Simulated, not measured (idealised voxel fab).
process module | voxel ribs on slabs
cross-section cut | 290 nm wide | cells 5 nm
A cross-section is a grid of square cells, given in bands from the top down. A band is one or more rows of cells.
Each band's line starts with the height of the band's top and of its bottom, in nm. Then come its materials from left to right, each with its width in nm. One material with "throughout" fills the band from edge to edge. "air" is empty space.
Height 0 is the level under which the wafer as received is all one material. The lowest band goes on downwards, as in "0 down".
A width such as "30 to 40" changes by the same amount from each row of cells to the next, from the band's top row to its bottom row.
"no change" after a step means that no cell of the cross-section changed.
closed voids: empty space of 8 cells or more with no open way to the top, each as width x height at its distance from the left edge, in nm
after a step's settings: what the simulator itself notes on the step
overlay nm, on a step with a mask: how far to the right of its planned place the mask lay; to the left if negative
plan
1 op RECEIVE | material Si
2 op DIRECTIONAL_DEP | material SiO2 | thk nm 25
3 op DIRECTIONAL_DEP | material SiN | thk nm 20
4 op DIRECTIONAL_DEP | material aC | thk nm 10
5 op PATTERN | tone cover | mask id RIB | material resist | width nm 30 | thk nm 30 | overlay nm 0
6 op DIRECTIONAL_ETCH | etch materials aC | depth nm 10
7 op STRIP | etch materials resist
8 op DIRECTIONAL_ETCH | etch materials SiN | depth nm 5
9 op STRIP | etch materials aC
10 op PATTERN | tone cover | mask id SLAB | material resist | width nm 90 | thk nm 15 | overlay nm -15
11 op DIRECTIONAL_ETCH | etch materials SiN | depth nm 15
12 op STRIP | etch materials resist
13 op FILL_DEP | material SiO2 | thk nm 20
14 op CMP | height nm 60
15 op DIRECTIONAL_DEP | material TiN | thk nm 10
16 op DIRECTIONAL_DEP | material aC | thk nm 10
17 op PATTERN | tone cover | mask id HEATER | material resist | width nm 40 | thk nm 25 | overlay nm 0
18 op DIRECTIONAL_ETCH | etch materials aC | depth nm 10
19 op STRIP | etch materials resist
20 op DIRECTIONAL_ETCH | etch materials TiN | depth nm 10
21 op STRIP | etch materials aC
22 op CONFORMAL_DEP | material SiN | thk nm 5
varied across the wafers: overlay nm of step 10. The plan shows the first wafer's value. All wafers start alike
first wafer as received, after step 1
  0 down: Si throughout
  closed voids: none
first wafer at the end, after step 22
  75 to 70: air 120 | SiN 50 | air 120
  70 to 65: air 120 | SiN 5 | TiN 40 | SiN 5 | air 120
  65 to 60: SiN 125 | TiN 40 | SiN 125
  60 to 45: SiO2 throughout
  45 to 40: SiO2 130 | SiN 30 | SiO2 130
  40 to 25: SiO2 85 | SiN 90 | SiO2 115
  25 to 0: SiO2 throughout
  0 down: Si throughout
  closed voids: none
last wafer at the end
  75 to 70: air 120 | SiN 50 | air 120
  70 to 65: air 120 | SiN 5 | TiN 40 | SiN 5 | air 120
  65 to 60: SiN 125 | TiN 40 | SiN 125
  60 to 45: SiO2 throughout
  45 to 40: SiO2 130 | SiN 30 | SiO2 130
  40 to 25: SiO2 115 | SiN 90 | SiO2 85
  25 to 0: SiO2 throughout
  0 down: Si throughout
  closed voids: none
each wafer at the end: cells of each material gained (+) or lost (-) since it was received, then its closed voids
overlay nm -15 | +122 SiN | +636 SiO2 | +16 TiN | closed voids: none
overlay nm -10 | +122 SiN | +636 SiO2 | +16 TiN | closed voids: none
overlay nm -5 | +122 SiN | +636 SiO2 | +16 TiN | closed voids: none
overlay nm 0 | +122 SiN | +636 SiO2 | +16 TiN | closed voids: none
overlay nm 5 | +122 SiN | +636 SiO2 | +16 TiN | closed voids: none
overlay nm 10 | +122 SiN | +636 SiO2 | +16 TiN | closed voids: none
overlay nm 15 | +122 SiN | +636 SiO2 | +16 TiN | closed voids: none
